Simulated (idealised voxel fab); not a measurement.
process module | voxel ribs on slabs
cross-section cut | 140 nm wide | cells 5 nm
A cross-section is a grid of square cells, given in bands from the top down. A band is one or more rows of cells.
Each band's line starts with the height of the band's top and of its bottom, in nm. Then come its materials from left to right, each with its width in nm. One material with "throughout" fills the band from edge to edge. "air" is empty space.
Height 0 is the level under which the wafer as received is all one material. The lowest band goes on downwards, as in "0 down".
A width such as "30 to 40" changes by the same amount from each row of cells to the next, from the band's top row to its bottom row.
"no change" after a step means that no cell of the cross-section changed.
closed voids: empty space of 8 cells or more with no open way to the top, each as width x height at its distance from the left edge, in nm
after a step's settings: what the simulator itself notes on the step
overlay nm, on a step with a mask: how far to the right of its planned place the mask lay; to the left if negative
Each pair below shows a cross-section before one step and the cross-section after it, down to the lowest band that changed. The line under each pair gives the step between them, with its settings. The pairs can come from different runs of this module on the same starting wafer, so a pair continues from the pair above only where its "before" says so.
before
  0 down: Si throughout
  closed voids: none
after
  30 to 0: SiO2 throughout
  below 0: unchanged
  closed voids: none
the step between: op DIRECTIONAL_DEP | material SiO2 | thk nm 30
before: the cross-section after the pair above
after
  45 to 30: polySi throughout
  below 30: unchanged
  closed voids: none
the step between: op DIRECTIONAL_DEP | material polySi | thk nm 15
before: the cross-section after the pair above
after
  55 to 45: aC throughout
  below 45: unchanged
  closed voids: none
the step between: op DIRECTIONAL_DEP | material aC | thk nm 10
before: the cross-section after the pair above
after
  85 to 55: air 60 | resist 20 | air 60
  below 55: unchanged
  closed voids: none
the step between: op PATTERN | tone cover | mask id RIB | material resist | width nm 20 | thk nm 30 | overlay nm 0
before: the cross-section after the pair above
after
  75 to 55: air 60 | resist 20 | air 60
  55 to 45: air 60 | aC 20 | air 60
  below 45: unchanged
  closed voids: none
the step between: op DIRECTIONAL_ETCH | etch materials aC | depth nm 10
before: the cross-section after the pair above
after
  55 to 45: air 60 | aC 20 | air 60
  below 45: unchanged
  closed voids: none
the step between: op STRIP | etch materials resist
before: the cross-section after the pair above
after
  55 to 45: air 60 | aC 20 | air 60
  45 to 40: air 60 | polySi 20 | air 60
  below 40: unchanged
  closed voids: none
the step between: op DIRECTIONAL_ETCH | etch materials polySi | depth nm 5
before: the cross-section after the pair above
after
  45 to 40: air 60 | polySi 20 | air 60
  below 40: unchanged
  closed voids: none
the step between: op STRIP | etch materials aC
before: the cross-section after the pair above
after
  45 to 40: air 60 | polySi 20 | air 60
  40 to 30: air 40 | polySi 60 | air 40
  below 30: unchanged
  closed voids: none
the step between: op MASKED_ETCH | tone cover | mask id SLAB | width nm 60 | etch materials polySi | depth nm 10 | overlay nm 0
before: the cross-section after the pair above
after
  70 to 45: SiO2 throughout
  45 to 40: SiO2 60 | polySi 20 | SiO2 60
  40 to 30: SiO2 40 | polySi 60 | SiO2 40
  below 30: unchanged
  closed voids: none
the step between: op FILL_DEP | material SiO2 | thk nm 25
before: the cross-section after the pair above
after
  65 to 45: SiO2 throughout
  below 45: unchanged
  closed voids: none
the step between: op CMP | height nm 65
before: the cross-section after the pair above
after
  70 to 65: TiN throughout
  below 65: unchanged
  closed voids: none
the step between: op DIRECTIONAL_DEP | material TiN | thk nm 5
before: the cross-section after the pair above
after
  85 to 70: aC throughout
  below 70: unchanged
  closed voids: none
the step between: op DIRECTIONAL_DEP | material aC | thk nm 15
before: the cross-section after the pair above
after
  115 to 85: air 55 | resist 30 | air 55
  below 85: unchanged
  closed voids: none
the step between: op PATTERN | tone cover | mask id HEATER | material resist | width nm 30 | thk nm 30 | overlay nm 0
before: the cross-section after the pair above
after
  100 to 85: air 55 | resist 30 | air 55
  85 to 70: air 55 | aC 30 | air 55
  below 70: unchanged
  closed voids: none
the step between: op DIRECTIONAL_ETCH | etch materials aC | depth nm 15
before: the cross-section after the pair above
after
  85 to 70: air 55 | aC 30 | air 55
  below 70: unchanged
  closed voids: none
the step between: op STRIP | etch materials resist
before: the cross-section after the pair above
after
  85 to 70: air 55 | aC 30 | air 55
  70 to 65: air 55 | TiN 30 | air 55
  below 65: unchanged
  closed voids: none
the step between: op DIRECTIONAL_ETCH | etch materials TiN | depth nm 5
before: the cross-section after the pair above
after
  70 to 65: air 55 | TiN 30 | air 55
  below 65: unchanged
  closed voids: none
the step between: op STRIP | etch materials aC
before: the cross-section after the pair above
after
  75 to 70: air 50 | SiO2 40 | air 50
  70 to 65: SiO2 55 | TiN 30 | SiO2 55
  below 65: unchanged
  closed voids: none
the step between: op CONFORMAL_DEP | material SiO2 | thk nm 5
before
  45 to 30: polySi throughout
  30 to 0: SiO2 throughout
  0 down: Si throughout
  closed voids: none
after
  60 to 30: polySi throughout
  below 30: unchanged
  closed voids: none
the step between: op DIRECTIONAL_DEP | material polySi | thk nm 15
before: the cross-section after the pair above
after
  70 to 60: aC throughout
  below 60: unchanged
  closed voids: none
the step between: op DIRECTIONAL_DEP | material aC | thk nm 10
before: the cross-section after the pair above
after
  100 to 70: air 60 | resist 20 | air 60
  below 70: unchanged
  closed voids: none
the step between: op PATTERN | tone cover | mask id RIB | material resist | width nm 20 | thk nm 30 | overlay nm 0
before: the cross-section after the pair above
after
  90 to 70: air 60 | resist 20 | air 60
  70 to 60: air 60 | aC 20 | air 60
  below 60: unchanged
  closed voids: none
the step between: op DIRECTIONAL_ETCH | etch materials aC | depth nm 10
before: the cross-section after the pair above
after
  70 to 60: air 60 | aC 20 | air 60
  below 60: unchanged
  closed voids: none
the step between: op STRIP | etch materials resist
before: the cross-section after the pair above
after
  70 to 60: air 60 | aC 20 | air 60
  60 to 55: air 60 | polySi 20 | air 60
  below 55: unchanged
  closed voids: none
the step between: op DIRECTIONAL_ETCH | etch materials polySi | depth nm 5
before: the cross-section after the pair above
after
  60 to 55: air 60 | polySi 20 | air 60
  below 55: unchanged
  closed voids: none
the step between: op STRIP | etch materials aC
before: the cross-section after the pair above
after
  60 to 55: air 60 | polySi 20 | air 60
  55 to 45: air 40 | polySi 60 | air 40
  below 45: unchanged
  closed voids: none
the step between: op MASKED_ETCH | tone cover | mask id SLAB | width nm 60 | etch materials polySi | depth nm 10 | overlay nm 0
before: the cross-section after the pair above
after
  85 to 60: SiO2 throughout
  60 to 55: SiO2 60 | polySi 20 | SiO2 60
  55 to 45: SiO2 40 | polySi 60 | SiO2 40
  below 45: unchanged
  closed voids: none
the step between: op FILL_DEP | material SiO2 | thk nm 25
before: the cross-section after the pair above
after
  65 to 60: SiO2 throughout
  below 60: unchanged
  closed voids: none
the step between: op CMP | height nm 65
before: the cross-section after the pair above
after
  70 to 65: TiN throughout
  below 65: unchanged
  closed voids: none
the step between: op DIRECTIONAL_DEP | material TiN | thk nm 5
before: the cross-section after the pair above
after
  85 to 70: aC throughout
  below 70: unchanged
  closed voids: none
the step between: op DIRECTIONAL_DEP | material aC | thk nm 15
before: the cross-section after the pair above
after
  115 to 85: air 55 | resist 30 | air 55
  below 85: unchanged
  closed voids: none
the step between: op PATTERN | tone cover | mask id HEATER | material resist | width nm 30 | thk nm 30 | overlay nm 0
before: the cross-section after the pair above
after
  100 to 85: air 55 | resist 30 | air 55
  85 to 70: air 55 | aC 30 | air 55
  below 70: unchanged
  closed voids: none
the step between: op DIRECTIONAL_ETCH | etch materials aC | depth nm 15
before: the cross-section after the pair above
after
  85 to 70: air 55 | aC 30 | air 55
  below 70: unchanged
  closed voids: none
the step between: op STRIP | etch materials resist
before: the cross-section after the pair above
after
  85 to 70: air 55 | aC 30 | air 55
  70 to 65: air 55 | TiN 30 | air 55
  below 65: unchanged
  closed voids: none
the step between: op DIRECTIONAL_ETCH | etch materials TiN | depth nm 5
before: the cross-section after the pair above
after
  70 to 65: air 55 | TiN 30 | air 55
  below 65: unchanged
  closed voids: none
the step between: op STRIP | etch materials aC
before: the cross-section after the pair above
after
  75 to 70: air 50 | SiO2 40 | air 50
  70 to 65: SiO2 55 | TiN 30 | SiO2 55
  below 65: unchanged
  closed voids: none
the step between: op CONFORMAL_DEP | material SiO2 | thk nm 5
before
  0 down: Si throughout
  closed voids: none
after
  15 to 0: polySi throughout
  below 0: unchanged
  closed voids: none
the step between: op DIRECTIONAL_DEP | material polySi | thk nm 15
before: the cross-section after the pair above
after
  45 to 15: SiO2 throughout
  below 15: unchanged
  closed voids: none
the step between: op DIRECTIONAL_DEP | material SiO2 | thk nm 30
before: the cross-section after the pair above
after
  55 to 45: aC throughout
  below 45: unchanged
  closed voids: none
the step between: op DIRECTIONAL_DEP | material aC | thk nm 10
before: the cross-section after the pair above
after
  85 to 55: air 60 | resist 20 | air 60
  below 55: unchanged
  closed voids: none
the step between: op PATTERN | tone cover | mask id RIB | material resist | width nm 20 | thk nm 30 | overlay nm 0
before: the cross-section after the pair above
after
  75 to 55: air 60 | resist 20 | air 60
  55 to 45: air 60 | aC 20 | air 60
  below 45: unchanged
  closed voids: none
the step between: op DIRECTIONAL_ETCH | etch materials aC | depth nm 10
before: the cross-section after the pair above
after
  55 to 45: air 60 | aC 20 | air 60
  below 45: unchanged
  closed voids: none
the step between: op STRIP | etch materials resist
before: the cross-section after the pair above
after
  45 to 15: SiO2 throughout
  below 15: unchanged
  closed voids: none
the step between: op STRIP | etch materials aC
before: the cross-section after the pair above
after
  70 to 15: SiO2 throughout
  below 15: unchanged
  closed voids: none
the step between: op FILL_DEP | material SiO2 | thk nm 25
before: the cross-section after the pair above
after
  65 to 15: SiO2 throughout
  below 15: unchanged
  closed voids: none
the step between: op CMP | height nm 65
before: the cross-section after the pair above
after
  70 to 65: TiN throughout
  below 65: unchanged
  closed voids: none
the step between: op DIRECTIONAL_DEP | material TiN | thk nm 5
before: the cross-section after the pair above
after
  85 to 70: aC throughout
  below 70: unchanged
  closed voids: none
the step between: op DIRECTIONAL_DEP | material aC | thk nm 15
before: the cross-section after the pair above
after
  115 to 85: air 55 | resist 30 | air 55
  below 85: unchanged
  closed voids: none
the step between: op PATTERN | tone cover | mask id HEATER | material resist | width nm 30 | thk nm 30 | overlay nm 0
before: the cross-section after the pair above
after
  100 to 85: air 55 | resist 30 | air 55
  85 to 70: air 55 | aC 30 | air 55
  below 70: unchanged
  closed voids: none
the step between: op DIRECTIONAL_ETCH | etch materials aC | depth nm 15
before: the cross-section after the pair above
after
  85 to 70: air 55 | aC 30 | air 55
  below 70: unchanged
  closed voids: none
the step between: op STRIP | etch materials resist
before: the cross-section after the pair above
after
  85 to 70: air 55 | aC 30 | air 55
  70 to 65: air 55 | TiN 30 | air 55
  below 65: unchanged
  closed voids: none
the step between: op DIRECTIONAL_ETCH | etch materials TiN | depth nm 5
before: the cross-section after the pair above
after
  70 to 65: air 55 | TiN 30 | air 55
  below 65: unchanged
  closed voids: none
the step between: op STRIP | etch materials aC
before: the cross-section after the pair above
after
  75 to 70: air 50 | SiO2 40 | air 50
  70 to 65: SiO2 55 | TiN 30 | SiO2 55
  below 65: unchanged
  closed voids: none
the step between: op CONFORMAL_DEP | material SiO2 | thk nm 5
before
  70 to 65: air 55 | TiN 30 | air 55
  65 to 45: SiO2 throughout
  45 to 40: SiO2 60 | polySi 20 | SiO2 60
  40 to 30: SiO2 40 | polySi 60 | SiO2 40
  30 to 0: SiO2 throughout
  0 down: Si throughout
  closed voids: none
after
  85 to 80: air 40 | SiO2 60 | air 40
  80 to 70: SiO2 throughout
  70 to 65: SiO2 55 | TiN 30 | SiO2 55
  below 65: unchanged
  closed voids: none
the step between: op CONFORMAL_DEP | material SiO2 | thk nm 15
before
  45 to 40: air 60 | polySi 20 | air 60
  40 to 30: polySi throughout
  30 to 0: SiO2 throughout
  0 down: Si throughout
  closed voids: none
after
  45 to 40: air 60 | polySi 20 | air 60
  40 to 30: air 45 | polySi 55 | air 40
  below 30: unchanged
  closed voids: none
the step between: op MASKED_ETCH | tone cover | mask id SLAB | width nm 55 | etch materials polySi | depth nm 10 | overlay nm 0
before: the cross-section after the pair above
after
  70 to 45: SiO2 throughout
  45 to 40: SiO2 60 | polySi 20 | SiO2 60
  40 to 30: SiO2 45 | polySi 55 | SiO2 40
  below 30: unchanged
  closed voids: none
the step between: op FILL_DEP | material SiO2 | thk nm 25
before: the cross-section after the pair above
after
  65 to 45: SiO2 throughout
  below 45: unchanged
  closed voids: none
the step between: op CMP | height nm 65
before: the cross-section after the pair above
after
  70 to 65: TiN throughout
  below 65: unchanged
  closed voids: none
the step between: op DIRECTIONAL_DEP | material TiN | thk nm 5
before: the cross-section after the pair above
after
  85 to 70: aC throughout
  below 70: unchanged
  closed voids: none
the step between: op DIRECTIONAL_DEP | material aC | thk nm 15
before: the cross-section after the pair above
after
  115 to 85: air 55 | resist 30 | air 55
  below 85: unchanged
  closed voids: none
the step between: op PATTERN | tone cover | mask id HEATER | material resist | width nm 30 | thk nm 30 | overlay nm 0
before: the cross-section after the pair above
after
  100 to 85: air 55 | resist 30 | air 55
  85 to 70: air 55 | aC 30 | air 55
  below 70: unchanged
  closed voids: none
the step between: op DIRECTIONAL_ETCH | etch materials aC | depth nm 15
before: the cross-section after the pair above
after
  85 to 70: air 55 | aC 30 | air 55
  below 70: unchanged
  closed voids: none
the step between: op STRIP | etch materials resist
before: the cross-section after the pair above
after
  85 to 70: air 55 | aC 30 | air 55
  70 to 65: air 55 | TiN 30 | air 55
  below 65: unchanged
  closed voids: none
the step between: op DIRECTIONAL_ETCH | etch materials TiN | depth nm 5
before: the cross-section after the pair above
after
  70 to 65: air 55 | TiN 30 | air 55
  below 65: unchanged
  closed voids: none
the step between: op STRIP | etch materials aC
before: the cross-section after the pair above
after
  75 to 70: air 50 | SiO2 40 | air 50
  70 to 65: SiO2 55 | TiN 30 | SiO2 55
  below 65: unchanged
  closed voids: none
the step between: op CONFORMAL_DEP | material SiO2 | thk nm 5
before
  85 to 70: aC throughout
  70 to 65: TiN throughout
  65 to 45: SiO2 throughout
  45 to 40: SiO2 60 | polySi 20 | SiO2 60
  40 to 30: SiO2 40 | polySi 60 | SiO2 40
  30 to 0: SiO2 throughout
  0 down: Si throughout
  closed voids: none
after
  115 to 85: air 45 | resist 30 | air 65
  below 85: unchanged
  closed voids: none
the step between: op PATTERN | tone cover | mask id HEATER | material resist | width nm 30 | thk nm 30 | overlay nm -10
before: the cross-section after the pair above
after
  100 to 85: air 45 | resist 30 | air 65
  85 to 70: air 45 | aC 30 | air 65
  below 70: unchanged
  closed voids: none
the step between: op DIRECTIONAL_ETCH | etch materials aC | depth nm 15
before: the cross-section after the pair above
after
  85 to 70: air 45 | aC 30 | air 65
  below 70: unchanged
  closed voids: none
the step between: op STRIP | etch materials resist
before: the cross-section after the pair above
after
  85 to 70: air 45 | aC 30 | air 65
  70 to 65: air 45 | TiN 30 | air 65
  below 65: unchanged
  closed voids: none
the step between: op DIRECTIONAL_ETCH | etch materials TiN | depth nm 5
before: the cross-section after the pair above
after
  70 to 65: air 45 | TiN 30 | air 65
  below 65: unchanged
  closed voids: none
the step between: op STRIP | etch materials aC
before: the cross-section after the pair above
after
  75 to 70: air 40 | SiO2 40 | air 60
  70 to 65: SiO2 45 | TiN 30 | SiO2 65
  below 65: unchanged
  closed voids: none
the step between: op CONFORMAL_DEP | material SiO2 | thk nm 5
before
  45 to 30: polySi throughout
  30 to 0: SiO2 throughout
  0 down: Si throughout
  closed voids: none
after
  55 to 45: SiO2 throughout
  below 45: unchanged
  closed voids: none
the step between: op DIRECTIONAL_DEP | material SiO2 | thk nm 10
before: the cross-section after the pair above
after
  85 to 55: air 60 | resist 20 | air 60
  below 55: unchanged
  closed voids: none
the step between: op PATTERN | tone cover | mask id RIB | material resist | width nm 20 | thk nm 30 | overlay nm 0
before: the cross-section after the pair above
after
  75 to 55: air 60 | resist 20 | air 60
  below 55: unchanged
  closed voids: none
the step between: op DIRECTIONAL_ETCH | etch materials aC | depth nm 10
before: the cross-section after the pair above
after
  55 to 45: SiO2 throughout
  below 45: unchanged
  closed voids: none
the step between: op STRIP | etch materials resist
before: the cross-section after the pair above
after
  80 to 45: SiO2 throughout
  below 45: unchanged
  closed voids: none
the step between: op FILL_DEP | material SiO2 | thk nm 25
before: the cross-section after the pair above
after
  65 to 45: SiO2 throughout
  below 45: unchanged
  closed voids: none
the step between: op CMP | height nm 65
before: the cross-section after the pair above
after
  70 to 65: TiN throughout
  below 65: unchanged
  closed voids: none
the step between: op DIRECTIONAL_DEP | material TiN | thk nm 5
before: the cross-section after the pair above
after
  85 to 70: aC throughout
  below 70: unchanged
  closed voids: none
the step between: op DIRECTIONAL_DEP | material aC | thk nm 15
before: the cross-section after the pair above
after
  115 to 85: air 55 | resist 30 | air 55
  below 85: unchanged
  closed voids: none
the step between: op PATTERN | tone cover | mask id HEATER | material resist | width nm 30 | thk nm 30 | overlay nm 0
before: the cross-section after the pair above
after
  100 to 85: air 55 | resist 30 | air 55
  85 to 70: air 55 | aC 30 | air 55
  below 70: unchanged
  closed voids: none
the step between: op DIRECTIONAL_ETCH | etch materials aC | depth nm 15
before: the cross-section after the pair above
after
  85 to 70: air 55 | aC 30 | air 55
  below 70: unchanged
  closed voids: none
the step between: op STRIP | etch materials resist
before: the cross-section after the pair above
after
  85 to 70: air 55 | aC 30 | air 55
  70 to 65: air 55 | TiN 30 | air 55
  below 65: unchanged
  closed voids: none
the step between: op DIRECTIONAL_ETCH | etch materials TiN | depth nm 5
before: the cross-section after the pair above
after
  70 to 65: air 55 | TiN 30 | air 55
  below 65: unchanged
  closed voids: none
the step between: op STRIP | etch materials aC
before: the cross-section after the pair above
after
  75 to 70: air 50 | SiO2 40 | air 50
  70 to 65: SiO2 55 | TiN 30 | SiO2 55
  below 65: unchanged
  closed voids: none
the step between: op CONFORMAL_DEP | material SiO2 | thk nm 5
before
  55 to 45: aC throughout
  45 to 30: polySi throughout
  30 to 0: SiO2 throughout
  0 down: Si throughout
  closed voids: none
after
  85 to 55: resist 60 | air 20 | resist 60
  below 55: unchanged
  closed voids: none
the step between: op PATTERN | tone open | mask id RIB | material resist | width nm 20 | thk nm 30 | overlay nm 0
before: the cross-section after the pair above
after
  75 to 55: resist 60 | air 20 | resist 60
  55 to 45: aC 60 | air 20 | aC 60
  below 45: unchanged
  closed voids: none
the step between: op DIRECTIONAL_ETCH | etch materials aC | depth nm 10
before: the cross-section after the pair above
after
  55 to 45: aC 60 | air 20 | aC 60
  below 45: unchanged
  closed voids: none
the step between: op STRIP | etch materials resist
before: the cross-section after the pair above
after
  55 to 45: aC 60 | air 20 | aC 60
  45 to 40: polySi 60 | air 20 | polySi 60
  below 40: unchanged
  closed voids: none
the step between: op DIRECTIONAL_ETCH | etch materials polySi | depth nm 5
before: the cross-section after the pair above
after
  45 to 40: polySi 60 | air 20 | polySi 60
  below 40: unchanged
  closed voids: none
the step between: op STRIP | etch materials aC
before: the cross-section after the pair above
after
  45 to 40: air 40 | polySi 20 | air 20 | polySi 20 | air 40
  40 to 35: air 40 | polySi 60 | air 40
  below 35: unchanged
  closed voids: none
the step between: op MASKED_ETCH | tone cover | mask id SLAB | width nm 60 | etch materials polySi | depth nm 10 | overlay nm 0
before: the cross-section after the pair above
after
  70 to 45: SiO2 throughout
  45 to 40: SiO2 40 | polySi 20 | SiO2 20 | polySi 20 | SiO2 40
  40 to 35: SiO2 40 | polySi 60 | SiO2 40
  below 35: unchanged
  closed voids: none
the step between: op FILL_DEP | material SiO2 | thk nm 25
before: the cross-section after the pair above
after
  65 to 45: SiO2 throughout
  below 45: unchanged
  closed voids: none
the step between: op CMP | height nm 65
before: the cross-section after the pair above
after
  70 to 65: TiN throughout
  below 65: unchanged
  closed voids: none
the step between: op DIRECTIONAL_DEP | material TiN | thk nm 5
before: the cross-section after the pair above
after
  85 to 70: aC throughout
  below 70: unchanged
  closed voids: none
the step between: op DIRECTIONAL_DEP | material aC | thk nm 15
before: the cross-section after the pair above
after
  115 to 85: air 55 | resist 30 | air 55
  below 85: unchanged
  closed voids: none
the step between: op PATTERN | tone cover | mask id HEATER | material resist | width nm 30 | thk nm 30 | overlay nm 0
before: the cross-section after the pair above
after
  100 to 85: air 55 | resist 30 | air 55
  85 to 70: air 55 | aC 30 | air 55
  below 70: unchanged
  closed voids: none
the step between: op DIRECTIONAL_ETCH | etch materials aC | depth nm 15
before: the cross-section after the pair above
after
  85 to 70: air 55 | aC 30 | air 55
  below 70: unchanged
  closed voids: none
the step between: op STRIP | etch materials resist
before: the cross-section after the pair above
after
  85 to 70: air 55 | aC 30 | air 55
  70 to 65: air 55 | TiN 30 | air 55
  below 65: unchanged
  closed voids: none
the step between: op DIRECTIONAL_ETCH | etch materials TiN | depth nm 5
before: the cross-section after the pair above
after
  70 to 65: air 55 | TiN 30 | air 55
  below 65: unchanged
  closed voids: none
the step between: op STRIP | etch materials aC
before: the cross-section after the pair above
after
  75 to 70: air 50 | SiO2 40 | air 50
  70 to 65: SiO2 55 | TiN 30 | SiO2 55
  below 65: unchanged
  closed voids: none
the step between: op CONFORMAL_DEP | material SiO2 | thk nm 5
